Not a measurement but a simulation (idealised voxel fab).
process module | voxel self aligned contacts
cross-section cut | 250 nm wide | cells 5 nm
A cross-section is a grid of square cells, given in bands from the top down. A band is one or more rows of cells.
Each band's line starts with the height of the band's top and of its bottom, in nm. Then come its materials from left to right, each with its width in nm. One material with "throughout" fills the band from edge to edge. "air" is empty space.
Height 0 is the level under which the wafer as received is all one material. The lowest band goes on downwards, as in "0 down".
A width such as "30 to 40" changes by the same amount from each row of cells to the next, from the band's top row to its bottom row.
"no change" after a step means that no cell of the cross-section changed.
closed voids: empty space of 8 cells or more with no open way to the top, each as width x height at its distance from the left edge, in nm
after a step's settings: what the simulator itself notes on the step
overlay nm, on a step with a mask: how far to the right of its planned place the mask lay; to the left if negative
plan
1 op RECEIVE | material Si
2 op OXIDIZE | depth nm 5
3 op DIRECTIONAL_DEP | material polySi | thk nm 25
4 op DIRECTIONAL_DEP | material SiN | thk nm 15
5 op PATTERN | tone cover | mask id GATE | material resist | width nm 35 | pitch nm 60 | thk nm 20 | overlay nm 0
6 op DIRECTIONAL_ETCH | etch materials SiN | depth nm 15
7 op DIRECTIONAL_ETCH | etch materials polySi | depth nm 25
8 op STRIP | etch materials resist
9 op CONFORMAL_DEP | material SiN | thk nm 5
10 op DIRECTIONAL_ETCH | etch materials SiN | depth nm 5
11 op FILL_DEP | material SiO2 | thk nm 20
12 op CMP | height nm 50
13 op DIRECTIONAL_DEP | material aC | thk nm 10
14 op PATTERN | tone open | mask id CONTACT | material resist | width nm 45 | thk nm 30 | overlay nm 0
15 op DIRECTIONAL_ETCH | etch materials aC | depth nm 10
16 op STRIP | etch materials resist
17 op DIRECTIONAL_ETCH | etch materials SiO2 | depth nm 55
18 op STRIP | etch materials aC
19 op CONFORMAL_DEP | material TiN | thk nm 5
20 op FILL_DEP | material W | thk nm 5
21 op CMP | height nm 50
22 op CONFORMAL_DEP | material SiN | thk nm 5
as received, after step 1
  0 down: Si throughout
  closed voids: none
a wafer at the end: this start, this plan, one mistake
  55 to 50: SiN throughout
  50 to 40: SiO2 100 | TiN 5 to 15 | W 35 to 15 | TiN 5 to 15 | SiO2 105
  40 to 25: SiO2 75 | SiN 35 | TiN 5 | W 15 | TiN 5 | SiN 35 | SiO2 80
  25 to 0: SiO2 75 | SiN 5 | polySi 25 | SiN 5 | TiN 5 | W 15 | TiN 5 | SiN 5 | polySi 25 | SiN 5 | SiO2 80
  0 to -5: SiO2 110 | TiN 25 | SiO2 115
  -5 down: Si throughout
  closed voids: none
what went wrong: step 5 ran as: op PATTERN | tone cover | mask id GATE | material resist | width nm 25 | pitch nm 60 | thk nm 20 | overlay nm 0
